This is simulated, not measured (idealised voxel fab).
Proc. module: voxel ribs on slabs
Section shown: cut. Width: 215 nm. Cell size: 5 nm, square.
How to read a cross-section here: the picture is a grid of square cells, written as bands going from the top down, and any band can span one or more rows of cells. Within each band entry, the heights of the top and of the bottom of the band appear first, in that order and in nm; the materials of the band then follow from left to right, each with its corresponding width in nm. The designation "all across" on a single material indicates that it fills the band from edge to edge; the designation "empty" indicates empty space. We count height from 0. Below that, the starting wafer is all one material. The lowest band never ends at the bottom but goes on down; see "0 -> down" for how that is written. Width "30..40": first value at the band's top row of cells, second value at its bottom row, equal change from row to row. "remained the same", as given for a step, is the statement that not any cell of the cross-section underwent a change during that step. Entry "Sealed void inventory" = empty spaces >= 8 cells with no open way to the top; each as width x height at distance, distance from left edge, all nm. Past the settings on a step's line: simulator remark, on that step. The optional step-line setting "overlay nm" applies to steps with a mask and quantifies how far to the right of its planned location the mask lay, a negative value indicating leftward placement.
### Steps in the process plan
1,RECEIVE (material Si)
2,DIRECTIONAL_DEP (material SiO2; thk nm 30)
3,DIRECTIONAL_DEP (material polySi; thk nm 15)
4,PATTERN (tone cover; mask id RIB; material resist; width nm 20; thk nm 15; overlay nm 0)
5,DIRECTIONAL_ETCH (etch materials polySi; depth nm 10)
6,STRIP (etch materials resist)
7,DIRECTIONAL_DEP (material aC; thk nm 10)
8,PATTERN (tone cover; mask id SLAB; material resist; width nm 70; thk nm 30; overlay nm 0)
9,DIRECTIONAL_ETCH (etch materials aC; depth nm 10)
10,STRIP (etch materials resist)
11,DIRECTIONAL_ETCH (etch materials polySi; depth nm 5)
12,STRIP (etch materials aC)
13,FILL_DEP (material SiO2; thk nm 20)
14,CMP (height nm 55)
15,DIRECTIONAL_DEP (material TiN; thk nm 5)
16,DIRECTIONAL_DEP (material aC; thk nm 10)
17,PATTERN (tone cover; mask id HEATER; material resist; width nm 30; thk nm 30; overlay nm 0)
18,DIRECTIONAL_ETCH (etch materials aC; depth nm 10)
19,STRIP (etch materials resist)
20,DIRECTIONAL_ETCH (etch materials TiN; depth nm 5)
21,STRIP (etch materials aC)
22,CONFORMAL_DEP (material SiO2; thk nm 5)
### Cross-sectional view of the wafer in its as-received condition, corresponding to the state after step 1
    0 -> down | Si all across
    Sealed void inventory: none
### Cross-section taken at module completion on the first of two wafers; processed per the plan
    65 -> 60 | empty 85, then SiO2 40, then empty 90
    60 -> 55 | SiO2 90, then TiN 30, then SiO2 95
    55 -> 45 | SiO2 all across
    45 -> 35 | SiO2 95, then polySi 20, then SiO2 100
    35 -> 30 | SiO2 70, then polySi 70, then SiO2 75
    30 -> 0 | SiO2 all across
    0 -> down | Si all across
    Sealed void inventory: none
### So this is wafer number two of the two, cut at the end of the module - it started where the first did and had the same plan, we just got one thing wrong running it
    65 -> 60 | empty 85, then SiO2 40, then empty 90
    60 -> 55 | SiO2 90, then TiN 30, then SiO2 95
    55 -> 35 | SiO2 all across
    35 -> 30 | SiO2 70, then polySi 25, then SiO2 20, then polySi 25, then SiO2 75
    30 -> 0 | SiO2 all across
    0 -> down | Si all across
    Sealed void inventory: none
Diagnosis: deviation from plan: step 4 and step 3 executed in one another's positions
at the end the second wafer has, in cells: 12 more of SiO2, 12 fewer of polySi
